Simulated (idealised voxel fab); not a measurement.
voxel air gaps: a process module
Cross-section cut: width 215 nm, square cells of 5 nm.
We lay out every cross-section as a grid of square cells and spell it out in bands from the top down, where one band means one or more rows of cells. Look at the band entry: it leads with the top's height and the bottom's height in nm. Then it lists the materials left to right, with a width in nm for each. The word "full width" on a single material says that material fills the band edge to edge. The word "blank" is empty space. Measure heights from 0. That's the level where, below it, the as-received wafer is all one material. The lowest band is bottomless and extends downward; write it as in "z 0 and below". Width: "30..40" (first number = top row, second number = bottom row, same change from row to row of cells). For the purposes of this document, the phrase "no modifications" attached to a step denotes that no cell within the cross-section was modified by that step. The entry "Closed internal voids" lists the empty spaces that cover at least 8 cells and have no open path to the top. Each is written as width x height at distance, where the distance is measured from the left edge and all three values are in nm. On each step's line, the part that comes after the settings is the simulator's own comment on the step. "overlay nm" on a masked step: distance the mask lay right of its planned place, negative for left.

# Planned step list for the process
step 1: RECEIVE [material Si]
step 2: CONFORMAL_DEP [material SiO2] [thk nm 15]
step 3: CONFORMAL_DEP [material SiN] [thk nm 5]
step 4: DIRECTIONAL_DEP [material SiO2] [thk nm 40]
step 5: MASKED_ETCH [tone open] [mask id LINES] [width nm 25] [pitch nm 55] [etch materials SiO2] [depth nm 40] [overlay nm 0]
step 6: CONFORMAL_DEP [material TiN] [thk nm 5]
step 7: FILL_DEP [material Cu] [thk nm 5]
step 8: CMP [height nm 60]
step 9: EPI [material Ru] [thk nm 10]
step 10: SELECTIVE_ETCH [etch materials SiO2] [depth nm 50]
step 11: CONFORMAL_DEP [material SiCN] [thk nm 5]

# Cross-section of the wafer as it came to us, i.e., already through step 1
  z 0 and below | Si full width
  Closed internal voids: none

# Wafer at module end, in section. Began as above, planned as above, run with one mistake
  z 75 to 70 | SiCN full width
  z 70 to 60 | Ru full width
  z 60 to 55 | Cu full width
  z 55 to 50 | TiN=45; Cu=15; TiN=40; Cu=15; TiN=40; Cu=15; TiN=45
  z 50 to 15 | SiO2=40; TiN=5; Cu=15; TiN=5; SiO2=30; TiN=5; Cu=15; TiN=5; SiO2=30; TiN=5; Cu=15; TiN=5; SiO2=40
  z 15 to 10 | SiO2=40; TiN=25; SiO2=30; TiN=25; SiO2=30; TiN=25; SiO2=40
  z 10 to 5 | SiN full width
  z 5 to 0 | SiO2 full width
  z 0 and below | Si full width
  Closed internal voids: none
Here's what went sideways: step 2 deviated from plan and actually ran as CONFORMAL_DEP [material SiO2] [thk nm 5]
